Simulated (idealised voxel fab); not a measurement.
This section sets out a process module, namely voxel self aligned vias.
Shown is cross-section cut, with a width of 280 nm and square cells of size 5 nm.
Just so we're on the same page, the cross-sections are grids of square cells, and they're listed out in bands top to bottom, each band one or more rows deep. This entry defines a band. It first specifies the height of the band's top and the height of its bottom in nm, and then specifies the band's materials from left to right, stating each material with its width in nm. The word "edge to edge" identifies a single material that fills the band from edge to edge, while the word "empty" identifies empty space. Height datum 0, below which the as-received substrate wafer is one material. Lowest band open at the bottom, running downward: "from 0 down". When a width is written as two numbers, as in "30->40", the first number is the width in the top row of cells of the band and the second is the width in its bottom row, and the width changes by the same amount from each row to the next. "stayed the same" means the step left every cell of the cross-section as it was. Entry "Trapped voids". Content: empty spaces with no open connection to the top, size 8 cells or greater. Each: width x height at distance. Distance: from left edge. Unit: nm. On each step's line, the part that comes after the settings is the simulator's own comment on the step. overlay nm: step with mask; distance mask lay right of planned place; negative value = left of planned place.
Plan:
1,RECEIVE,material Si
2,CONFORMAL_DEP,material SiO2,thk nm 15
3,CONFORMAL_DEP,material SiCN,thk nm 5
4,DIRECTIONAL_DEP,material SiO2,thk nm 30
5,DIRECTIONAL_DEP,material aC,thk nm 10
6,PATTERN,tone open,mask id LINES,material resist,width nm 20,pitch nm 45,thk nm 25,overlay nm 0
7,DIRECTIONAL_ETCH,etch materials aC,depth nm 10
8,STRIP,etch materials resist
9,DIRECTIONAL_ETCH,etch materials SiO2,depth nm 30
10,STRIP,etch materials aC
11,CONFORMAL_DEP,material TiN,thk nm 5
12,FILL_DEP,material Ru,thk nm 5
13,CMP,height nm 50
14,SELECTIVE_ETCH,etch materials W Ru TiN,depth nm 10
15,FILL_DEP,material SiN,thk nm 5
16,CMP,height nm 50
17,DIRECTIONAL_DEP,material SiO2,thk nm 15
18,DIRECTIONAL_DEP,material aC,thk nm 10
19,PATTERN,tone open,mask id VIAS,material resist,width nm 30,thk nm 25,overlay nm 0
20,DIRECTIONAL_ETCH,etch materials aC,depth nm 10
21,STRIP,etch materials resist
22,DIRECTIONAL_ETCH,etch materials SiO2,depth nm 15
23,DIRECTIONAL_ETCH,etch materials SiN,depth nm 10
24,STRIP,etch materials aC
25,CONFORMAL_DEP,material TiN,thk nm 5
26,FILL_DEP,material Ru,thk nm 10
27,CMP,height nm 65
28,CONFORMAL_DEP,material SiCN,thk nm 5
Cross-section of the wafer upon arrival, representing the state reached after step 1:
	from 0 down  Si edge to edge
	Trapped voids: none
First of two wafers: cross-section at end of module, run per plan:
	from 70 to 65  SiCN edge to edge
	from 65 to 55  100 of SiO2, then 5 of TiN, then 20 of Ru, then 5 of TiN, then 150 of SiO2
	from 55 to 50  100 of SiO2, then 10 of TiN, then 10 of Ru, then 10 of TiN, then 150 of SiO2
	from 50 to 45  105 of SiO2, then 5 of TiN, then 10 of Ru, then 5 of TiN, then 25 of SiO2, then 20 of SiN, then 110 of SiO2
	from 45 to 40  105 of SiO2, then 20 of TiN, then 25 of SiO2, then 20 of SiN, then 110 of SiO2
	from 40 to 25  105 of SiO2, then 5 of TiN, then 10 of Ru, then 5 of TiN, then 25 of SiO2, then 5 of TiN, then 10 of Ru, then 5 of TiN, then 110 of SiO2
	from 25 to 20  105 of SiO2, then 20 of TiN, then 25 of SiO2, then 20 of TiN, then 110 of SiO2
	from 20 to 15  SiCN edge to edge
	from 15 to 0  SiO2 edge to edge
	from 0 down  Si edge to edge
	Trapped voids: none
End-of-module cross-section of the second wafer: identical starting point and process plan to the first, with one processing mistake:
	from 70 to 65  SiCN edge to edge
	from 65 to 55  100 of SiO2, then 5 of TiN, then 20 of Ru, then 5 of TiN, then 150 of SiO2
	from 55 to 50  100 of SiO2, then 30 of TiN, then 150 of SiO2
	from 50 to 40  100 of SiN, then 5 of TiN, then 20 of SiO2, then 5 of TiN, then 20 of SiN, then 20 of SiO2, then 110 of SiN
	from 40 to 25  100 of Ru, then 5 of TiN, then 20 of SiO2, then 5 of TiN, then 15 of Ru, then 5 of TiN, then 20 of SiO2, then 5 of TiN, then 105 of Ru
	from 25 to 20  105 of TiN, then 20 of SiO2, then 25 of TiN, then 20 of SiO2, then 110 of TiN
	from 20 to 15  SiCN edge to edge
	from 15 to 0  SiO2 edge to edge
	from 0 down  Si edge to edge
	Trapped voids: none
In executing the process, a mistake was made relative to the plan: step 6 was processed under conditions differing from the plan, specifically as PATTERN,tone cover,mask id LINES,material resist,width nm 20,pitch nm 45,thk nm 25,overlay nm 0
Final cells, second wafer relative to first, materials higher or lower: Ru +116 | SiN +84 | SiO2 -240 | TiN +40
